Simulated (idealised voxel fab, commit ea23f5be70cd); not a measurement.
A process module follows: voxel gate over fins.
Square cell edge 5 nm, section width 255 nm, ID cut.
When this document writes out a cross-section, it uses a grid of square cells and lists it as bands, beginning at the top and moving down, with a band standing for one or more rows of cells. The band entry comprises the height of the band's top followed by the height of its bottom, expressed in nm, and subsequently the band's materials from left to right, each stated together with its width in nm. Where a single material is marked with the word "full width", that material fills the band from edge to edge. The word "empty" represents empty space. Basically, 0 is our baseline, since under it the wafer straight out of the box is all one material. The bottom band has no lower end and keeps on going down, so it looks like "0 -> down". When a width is written as two numbers, as in "30->40", the first number is the width in the top row of cells of the band and the second is the width in its bottom row, and the width changes by the same amount from each row to the next. Take "changes: none" at face value: in the step it is given for, the cross-section changed in none of its cells. "Closed empty spaces" enumerates empty spaces isolated from the top, with no open way to it, that contain at least 8 cells, giving each as width x height at distance from the left edge, all three in nm. Note: text after step settings on the step line = simulator remark on that step. "overlay nm" on a masked step: distance the mask lay right of its planned place, negative for left.

# Planned step list for the process
| 1 | RECEIVE with material Si |
| 2 | CONFORMAL_DEP with material SiN, thk nm 5 |
| 3 | DIRECTIONAL_DEP with material aC, thk nm 15 |
| 4 | PATTERN with tone cover, mask id FINS, material resist, width nm 15, pitch nm 45, thk nm 35, overlay nm 0 |
| 5 | DIRECTIONAL_ETCH with etch materials aC, depth nm 15 |
| 6 | STRIP with etch materials resist |
| 7 | DIRECTIONAL_ETCH with etch materials SiN, depth nm 5 |
| 8 | DIRECTIONAL_ETCH with etch materials Si, depth nm 40 |
| 9 | STRIP with etch materials aC |
| 10 | FILL_DEP with material SiO2, thk nm 10 |
| 11 | CMP with height nm 5 |
| 12 | SELECTIVE_ETCH with etch materials SiO2, depth nm 15 |
| 13 | STRIP with etch materials SiN |
| 14 | CONFORMAL_DEP with material HfO2, thk nm 5 |
| 15 | CONFORMAL_DEP with material TiN, thk nm 5 |
| 16 | CONFORMAL_DEP with material TiAl, thk nm 5 |
| 17 | CONFORMAL_DEP with material TiN, thk nm 5 |
| 18 | FILL_DEP with material W, thk nm 10 |
| 19 | CMP with height nm 25 |
| 20 | CONFORMAL_DEP with material SiCN, thk nm 10 |

# Incoming wafer in cross-section (state: after step 1)
0 -> down  Si full width
Closed empty spaces: none

# Final wafer profile in cross-section after the module, from the same start and plan as above, with one mistake made during processing
35 -> 25  SiCN full width
25 -> 20  W full width
20 -> 15  W (70)  TiN (110)  W (75)
15 -> 10  W (70)  TiN (5)  TiAl (100)  TiN (5)  W (75)
10 -> 5  TiN (75)  TiAl (5)  TiN (90)  TiAl (5)  TiN (80)
5 -> 0  TiAl (80)  TiN (5)  HfO2 (35)  TiN (10)  HfO2 (35)  TiN (5)  TiAl (85)
0 -> -5  TiN (85)  HfO2 (5)  Si (25)  HfO2 (5)  TiN (10)  HfO2 (5)  Si (25)  HfO2 (5)  TiN (90)
-5 -> -10  HfO2 (90)  Si (25)  HfO2 (20)  Si (25)  HfO2 (95)
-10 -> -40  SiO2 (90)  Si (25)  SiO2 (20)  Si (25)  SiO2 (95)
-40 -> down  Si full width
Closed empty spaces: none
The mistake made against the process plan was this: contrary to plan, step 4 was performed as PATTERN with tone cover, mask id FINS, material resist, width nm 25, pitch nm 45, thk nm 35, overlay nm 0
